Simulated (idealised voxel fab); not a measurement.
Process module name: voxel ribs on slabs
It is cross-section cut that appears here, measuring 200 nm in width, its square cells being 5 nm in size.
We lay out every cross-section as a grid of square cells and spell it out in bands from the top down, where one band means one or more rows of cells.
What a band's entry tells you: where the top is and where the bottom is, as heights in nm, and after that what lies inside, material by material from left to right, each with its width in nm. Empty space is written as the word "air", and a single material marked with the word "everywhere" occupies the band from edge to edge.
We count height from 0. Below that, the starting wafer is all one material. The lowest band never ends at the bottom but goes on down; see "0 nm and below" for how that is written.
A width such as "30->40" changes by the same amount from each row of cells to the next, from the band's top row to its bottom row.
When a step is marked "nothing altered", none of the cells in the cross-section changed during that step.
"Enclosed void inventory" contains a list of empty spaces, each no smaller than 8 cells and without an open way to the top, written in the form width x height at distance with the distance from the left edge and all three in nm.
Note: text after step settings on the step line = simulator remark on that step.
overlay nm: how far to the right of its planned place the mask lay on this masked step (negative: to the left).

### The following list gives the planned process steps
1,RECEIVE with material Si
2,DIRECTIONAL_DEP with material SiO2, thk nm 30
3,DIRECTIONAL_DEP with material polySi, thk nm 15
4,PATTERN with tone cover, mask id RIB, material resist, width nm 30, thk nm 20, overlay nm 0
5,DIRECTIONAL_ETCH with etch materials polySi, depth nm 10
6,STRIP with etch materials resist
7,MASKED_ETCH with tone cover, mask id SLAB, width nm 80, etch materials polySi, depth nm 5, overlay nm 0
8,FILL_DEP with material SiO2, thk nm 30
9,CMP with height nm 65
10,DIRECTIONAL_DEP with material TiN, thk nm 10
11,DIRECTIONAL_DEP with material aC, thk nm 15
12,PATTERN with tone cover, mask id HEATER, material resist, width nm 40, thk nm 30, overlay nm 0
13,DIRECTIONAL_ETCH with etch materials aC, depth nm 15
14,STRIP with etch materials resist
15,DIRECTIONAL_ETCH with etch materials TiN, depth nm 10
16,STRIP with etch materials aC
17,CONFORMAL_DEP with material SiO2, thk nm 10

### The first of the two wafers, which ran as planned

### This is the cross-section of the wafer as we received it, i.e. after step 1
* 0 nm and below | Si everywhere
* Enclosed void inventory: none

### The following cross-section depicts the wafer upon completion of step 2
* 30 nm to 0 nm | SiO2 everywhere
* Whatever lies below 0 is exactly as it was before.

### The following cross-section depicts the wafer upon completion of step 3
* 45 nm to 30 nm | polySi everywhere
* Whatever lies below 30 is exactly as it was before.

### The following cross-section depicts the wafer upon completion of step 4
* 65 nm to 45 nm | air (85), resist (30), air (85)
* Whatever lies below 45 is exactly as it was before.

### The following cross-section depicts the wafer upon completion of step 5
* 65 nm to 45 nm | air (85), resist (30), air (85)
* 45 nm to 35 nm | air (85), polySi (30), air (85)
* Whatever lies below 35 is exactly as it was before.

### The following cross-section depicts the wafer upon completion of step 6
* 45 nm to 35 nm | air (85), polySi (30), air (85)
* Whatever lies below 35 is exactly as it was before.

### The following cross-section depicts the wafer upon completion of step 7
* 45 nm to 35 nm | air (85), polySi (30), air (85)
* 35 nm to 30 nm | air (60), polySi (80), air (60)
* Whatever lies below 30 is exactly as it was before.

### The following cross-section depicts the wafer upon completion of step 8
* 75 nm to 45 nm | SiO2 everywhere
* 45 nm to 35 nm | SiO2 (85), polySi (30), SiO2 (85)
* 35 nm to 30 nm | SiO2 (60), polySi (80), SiO2 (60)
* Whatever lies below 30 is exactly as it was before.

### The following cross-section depicts the wafer upon completion of step 9
* 65 nm to 45 nm | SiO2 everywhere
* Whatever lies below 45 is exactly as it was before.

### The following cross-section depicts the wafer upon completion of step 10
* 75 nm to 65 nm | TiN everywhere
* Whatever lies below 65 is exactly as it was before.

### The following cross-section depicts the wafer upon completion of step 11
* 90 nm to 75 nm | aC everywhere
* Whatever lies below 75 is exactly as it was before.

### The following cross-section depicts the wafer upon completion of step 12
* 120 nm to 90 nm | air (80), resist (40), air (80)
* Whatever lies below 90 is exactly as it was before.

### The following cross-section depicts the wafer upon completion of step 13
* 105 nm to 90 nm | air (80), resist (40), air (80)
* 90 nm to 75 nm | air (80), aC (40), air (80)
* Whatever lies below 75 is exactly as it was before.

### The following cross-section depicts the wafer upon completion of step 14
* 90 nm to 75 nm | air (80), aC (40), air (80)
* Whatever lies below 75 is exactly as it was before.

### The following cross-section depicts the wafer upon completion of step 15
* 90 nm to 75 nm | air (80), aC (40), air (80)
* 75 nm to 65 nm | air (80), TiN (40), air (80)
* Whatever lies below 65 is exactly as it was before.

### The following cross-section depicts the wafer upon completion of step 16
* 75 nm to 65 nm | air (80), TiN (40), air (80)
* Whatever lies below 65 is exactly as it was before.

### The following cross-section depicts the wafer upon completion of step 17
* 85 nm to 75 nm | air (70), SiO2 (60), air (70)
* 75 nm to 65 nm | SiO2 (80), TiN (40), SiO2 (80)
* Whatever lies below 65 is exactly as it was before.

### It is to be noted that the second wafer proceeded from the same initial state and according to the same plan as the first, although one mistake was committed in its execution; through step 3, inclusive, the two wafers share an identical history

### Second wafer: cross-section at the scheduled end of step 4
* 65 nm to 45 nm | resist (85), air (30), resist (85)
* Whatever lies below 45 is exactly as it was before.

### Second wafer: cross-section at the scheduled end of step 5
* 65 nm to 45 nm | resist (85), air (30), resist (85)
* 45 nm to 35 nm | polySi (85), air (30), polySi (85)
* Whatever lies below 35 is exactly as it was before.

### Second wafer: cross-section at the scheduled end of step 6
* 45 nm to 35 nm | polySi (85), air (30), polySi (85)
* Whatever lies below 35 is exactly as it was before.

### Second wafer: cross-section at the scheduled end of step 7
* 45 nm to 40 nm | air (60), polySi (25), air (30), polySi (25), air (60)
* Whatever lies below 40 is exactly as it was before.

### Second wafer: cross-section at the scheduled end of step 8
* 75 nm to 45 nm | SiO2 everywhere
* 45 nm to 40 nm | SiO2 (60), polySi (25), SiO2 (30), polySi (25), SiO2 (60)
* 40 nm to 35 nm | polySi (85), SiO2 (30), polySi (85)
* Whatever lies below 35 is exactly as it was before.

### Second wafer: cross-section at the scheduled end of step 9
* 65 nm to 45 nm | SiO2 everywhere
* Whatever lies below 45 is exactly as it was before.

### Second wafer: cross-section at the scheduled end of step 10
* 75 nm to 65 nm | TiN everywhere
* Whatever lies below 65 is exactly as it was before.

### Second wafer: cross-section at the scheduled end of step 11
* 90 nm to 75 nm | aC everywhere
* Whatever lies below 75 is exactly as it was before.

### Second wafer: cross-section at the scheduled end of step 12
* 120 nm to 90 nm | air (80), resist (40), air (80)
* Whatever lies below 90 is exactly as it was before.

### Second wafer: cross-section at the scheduled end of step 13
* 105 nm to 90 nm | air (80), resist (40), air (80)
* 90 nm to 75 nm | air (80), aC (40), air (80)
* Whatever lies below 75 is exactly as it was before.

### Second wafer: cross-section at the scheduled end of step 14
* 90 nm to 75 nm | air (80), aC (40), air (80)
* Whatever lies below 75 is exactly as it was before.

### Second wafer: cross-section at the scheduled end of step 15
* 90 nm to 75 nm | air (80), aC (40), air (80)
* 75 nm to 65 nm | air (80), TiN (40), air (80)
* Whatever lies below 65 is exactly as it was before.

### Second wafer: cross-section at the scheduled end of step 16
* 75 nm to 65 nm | air (80), TiN (40), air (80)
* Whatever lies below 65 is exactly as it was before.

### Second wafer: cross-section at the scheduled end of step 17
* 85 nm to 75 nm | air (70), SiO2 (60), air (70)
* 75 nm to 65 nm | SiO2 (80), TiN (40), SiO2 (80)
* Whatever lies below 65 is exactly as it was before.
Here's what went sideways: step 4 did not happen as planned, as run it was PATTERN with tone open, mask id RIB, material resist, width nm 30, thk nm 20, overlay nm 0
Wrapping up, a cell-based count of both wafers puts the second over or under the first for these materials: SiO2: 56 fewer; polySi: 56 more
